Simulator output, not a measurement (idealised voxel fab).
process module | voxel self aligned contacts
cross-section cut | 210 nm wide | cells 5 nm
A cross-section is a grid of square cells, given in bands from the top down. A band is one or more rows of cells.
Each band's line starts with the height of the band's top and of its bottom, in nm. Then come its materials from left to right, each with its width in nm. One material with "throughout" fills the band from edge to edge. "air" is empty space.
Height 0 is the level under which the wafer as received is all one material. The lowest band goes on downwards, as in "0 down".
A width such as "30 to 40" changes by the same amount from each row of cells to the next, from the band's top row to its bottom row.
"no change" after a step means that no cell of the cross-section changed.
closed voids: empty space of 8 cells or more with no open way to the top, each as width x height at its distance from the left edge, in nm
after a step's settings: what the simulator itself notes on the step
overlay nm, on a step with a mask: how far to the right of its planned place the mask lay; to the left if negative
plan
1 op RECEIVE | material Si
2 op CONFORMAL_DEP | material SiO2 | thk nm 5
3 op DIRECTIONAL_DEP | material polySi | thk nm 20
4 op DIRECTIONAL_DEP | material SiN | thk nm 15
5 op DIRECTIONAL_DEP | material aC | thk nm 10
6 op PATTERN | tone cover | mask id GATE | material resist | width nm 35 | pitch nm 60 | thk nm 25 | overlay nm 0
7 op DIRECTIONAL_ETCH | etch materials aC | depth nm 10
8 op STRIP | etch materials resist
9 op DIRECTIONAL_ETCH | etch materials SiN | depth nm 15
10 op DIRECTIONAL_ETCH | etch materials polySi | depth nm 20
11 op STRIP | etch materials aC
12 op CONFORMAL_DEP | material SiN | thk nm 5
13 op DIRECTIONAL_ETCH | etch materials SiN | depth nm 5
14 op FILL_DEP | material SiO2 | thk nm 10
15 op CMP | height nm 45
16 op PATTERN | tone open | mask id CONTACT | material resist | width nm 35 | thk nm 15 | overlay nm 0
17 op DIRECTIONAL_ETCH | etch materials SiO2 | depth nm 45
18 op STRIP | etch materials resist
19 op CONFORMAL_DEP | material TiN | thk nm 5
20 op FILL_DEP | material W | thk nm 10
21 op CMP | height nm 45
22 op CONFORMAL_DEP | material SiCN | thk nm 5
as received, after step 1
  0 down: Si throughout
  closed voids: none
a wafer at the end: this start, this plan, one mistake
  50 to 45: SiCN throughout
  45 to 40: SiO2 50 | SiN 45 | TiN 15 | SiN 45 | SiO2 55
  40 to 25: SiN throughout
  25 to 5: polySi throughout
  5 to 0: SiO2 throughout
  0 down: Si throughout
  closed voids: none
what went wrong: step 4 was run twice
